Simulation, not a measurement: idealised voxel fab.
process module | voxel fin reveal
cross-section cut | 200 nm wide | cells 5 nm
A cross-section is a grid of square cells, given in bands from the top down. A band is one or more rows of cells.
Each band's line starts with the height of the band's top and of its bottom, in nm. Then come its materials from left to right, each with its width in nm. One material with "throughout" fills the band from edge to edge. "air" is empty space.
Height 0 is the level under which the wafer as received is all one material. The lowest band goes on downwards, as in "0 down".
A width such as "30 to 40" changes by the same amount from each row of cells to the next, from the band's top row to its bottom row.
"no change" after a step means that no cell of the cross-section changed.
closed voids: empty space of 8 cells or more with no open way to the top, each as width x height at its distance from the left edge, in nm
after a step's settings: what the simulator itself notes on the step
overlay nm, on a step with a mask: how far to the right of its planned place the mask lay; to the left if negative
plan
1 op RECEIVE | material Si
2 op CONFORMAL_DEP | material SiN | thk nm 5
3 op DIRECTIONAL_DEP | material aC | thk nm 10
4 op PATTERN | tone cover | mask id FINS | material resist | width nm 15 | pitch nm 35 | thk nm 30 | overlay nm 0
5 op DIRECTIONAL_ETCH | etch materials aC | depth nm 10
6 op STRIP | etch materials resist
7 op DIRECTIONAL_ETCH | etch materials SiN | depth nm 5
8 op DIRECTIONAL_ETCH | etch materials Si | depth nm 35
9 op STRIP | etch materials aC
10 op OXIDIZE | depth nm 5
11 op FILL_DEP | material SiO2 | thk nm 5
12 op CMP | height nm 5
13 op SELECTIVE_ETCH | etch materials SiO2 | depth nm 20
14 op STRIP | etch materials SiN
first wafer, as planned
as received, after step 1
  0 down: Si throughout
  closed voids: none
after step 2
  5 to 0: SiN throughout
  below 0: unchanged
after step 3
  15 to 5: aC throughout
  below 5: unchanged
after step 4
  45 to 15: air 40 | resist 15 | air 20 | resist 15 | air 20 | resist 15 | air 20 | resist 15 | air 40
  below 15: unchanged
after step 5
  35 to 15: air 40 | resist 15 | air 20 | resist 15 | air 20 | resist 15 | air 20 | resist 15 | air 40
  15 to 5: air 40 | aC 15 | air 20 | aC 15 | air 20 | aC 15 | air 20 | aC 15 | air 40
  below 5: unchanged
after step 6
  15 to 5: air 40 | aC 15 | air 20 | aC 15 | air 20 | aC 15 | air 20 | aC 15 | air 40
  below 5: unchanged
after step 7
  15 to 5: air 40 | aC 15 | air 20 | aC 15 | air 20 | aC 15 | air 20 | aC 15 | air 40
  5 to 0: air 40 | SiN 15 | air 20 | SiN 15 | air 20 | SiN 15 | air 20 | SiN 15 | air 40
  below 0: unchanged
after step 8
  15 to 5: air 40 | aC 15 | air 20 | aC 15 | air 20 | aC 15 | air 20 | aC 15 | air 40
  5 to 0: air 40 | SiN 15 | air 20 | SiN 15 | air 20 | SiN 15 | air 20 | SiN 15 | air 40
  0 to -35: air 40 | Si 15 | air 20 | Si 15 | air 20 | Si 15 | air 20 | Si 15 | air 40
  below -35: unchanged
after step 9
  5 to 0: air 40 | SiN 15 | air 20 | SiN 15 | air 20 | SiN 15 | air 20 | SiN 15 | air 40
  below 0: unchanged
after step 10
  5 to 0: air 40 | SiN 15 | air 20 | SiN 15 | air 20 | SiN 15 | air 20 | SiN 15 | air 40
  0 to -35: air 40 | SiO2 5 | Si 5 | SiO2 5 | air 20 | SiO2 5 | Si 5 | SiO2 5 | air 20 | SiO2 5 | Si 5 | SiO2 5 | air 20 | SiO2 5 | Si 5 | SiO2 5 | air 40
  -35 to -40: SiO2 45 | Si 5 | SiO2 30 | Si 5 | SiO2 30 | Si 5 | SiO2 30 | Si 5 | SiO2 45
  below -40: unchanged
after step 11
  10 to 5: SiO2 throughout
  5 to 0: SiO2 40 | SiN 15 | SiO2 20 | SiN 15 | SiO2 20 | SiN 15 | SiO2 20 | SiN 15 | SiO2 40
  0 to -40: SiO2 45 | Si 5 | SiO2 30 | Si 5 | SiO2 30 | Si 5 | SiO2 30 | Si 5 | SiO2 45
  below -40: unchanged
after step 12
  5 to 0: SiO2 40 | SiN 15 | SiO2 20 | SiN 15 | SiO2 20 | SiN 15 | SiO2 20 | SiN 15 | SiO2 40
  below 0: unchanged
after step 13
  5 to 0: air 40 | SiN 15 | air 20 | SiN 15 | air 20 | SiN 15 | air 20 | SiN 15 | air 40
  0 to -15: air 45 | Si 5 | air 30 | Si 5 | air 30 | Si 5 | air 30 | Si 5 | air 45
  below -15: unchanged
after step 14
  0 to -15: air 45 | Si 5 | air 30 | Si 5 | air 30 | Si 5 | air 30 | Si 5 | air 45
  below -15: unchanged
second wafer: like start, like plan, one mistake. Through step 3 it matches the first wafer
when step 4 should have ended
  45 to 15: air 30 | resist 15 | air 20 | resist 15 | air 20 | resist 15 | air 20 | resist 15 | air 50
  below 15: unchanged
when step 5 should have ended
  35 to 15: air 30 | resist 15 | air 20 | resist 15 | air 20 | resist 15 | air 20 | resist 15 | air 50
  15 to 5: air 30 | aC 15 | air 20 | aC 15 | air 20 | aC 15 | air 20 | aC 15 | air 50
  below 5: unchanged
when step 6 should have ended
  15 to 5: air 30 | aC 15 | air 20 | aC 15 | air 20 | aC 15 | air 20 | aC 15 | air 50
  below 5: unchanged
when step 7 should have ended
  15 to 5: air 30 | aC 15 | air 20 | aC 15 | air 20 | aC 15 | air 20 | aC 15 | air 50
  5 to 0: air 30 | SiN 15 | air 20 | SiN 15 | air 20 | SiN 15 | air 20 | SiN 15 | air 50
  below 0: unchanged
when step 8 should have ended
  15 to 5: air 30 | aC 15 | air 20 | aC 15 | air 20 | aC 15 | air 20 | aC 15 | air 50
  5 to 0: air 30 | SiN 15 | air 20 | SiN 15 | air 20 | SiN 15 | air 20 | SiN 15 | air 50
  0 to -35: air 30 | Si 15 | air 20 | Si 15 | air 20 | Si 15 | air 20 | Si 15 | air 50
  below -35: unchanged
when step 9 should have ended
  5 to 0: air 30 | SiN 15 | air 20 | SiN 15 | air 20 | SiN 15 | air 20 | SiN 15 | air 50
  below 0: unchanged
when step 10 should have ended
  5 to 0: air 30 | SiN 15 | air 20 | SiN 15 | air 20 | SiN 15 | air 20 | SiN 15 | air 50
  0 to -35: air 30 | SiO2 5 | Si 5 | SiO2 5 | air 20 | SiO2 5 | Si 5 | SiO2 5 | air 20 | SiO2 5 | Si 5 | SiO2 5 | air 20 | SiO2 5 | Si 5 | SiO2 5 | air 50
  -35 to -40: SiO2 35 | Si 5 | SiO2 30 | Si 5 | SiO2 30 | Si 5 | SiO2 30 | Si 5 | SiO2 55
  below -40: unchanged
when step 11 should have ended
  10 to 5: SiO2 throughout
  5 to 0: SiO2 30 | SiN 15 | SiO2 20 | SiN 15 | SiO2 20 | SiN 15 | SiO2 20 | SiN 15 | SiO2 50
  0 to -40: SiO2 35 | Si 5 | SiO2 30 | Si 5 | SiO2 30 | Si 5 | SiO2 30 | Si 5 | SiO2 55
  below -40: unchanged
when step 12 should have ended
  5 to 0: SiO2 30 | SiN 15 | SiO2 20 | SiN 15 | SiO2 20 | SiN 15 | SiO2 20 | SiN 15 | SiO2 50
  below 0: unchanged
when step 13 should have ended
  5 to 0: air 30 | SiN 15 | air 20 | SiN 15 | air 20 | SiN 15 | air 20 | SiN 15 | air 50
  0 to -15: air 35 | Si 5 | air 30 | Si 5 | air 30 | Si 5 | air 30 | Si 5 | air 55
  below -15: unchanged
when step 14 should have ended
  0 to -15: air 35 | Si 5 | air 30 | Si 5 | air 30 | Si 5 | air 30 | Si 5 | air 55
  below -15: unchanged
what went wrong: step 4 ran as: op PATTERN | tone cover | mask id FINS | material resist | width nm 15 | pitch nm 35 | thk nm 30 | overlay nm -10
at the end the second wafer has, in cells: as many of each material as the first, in other places
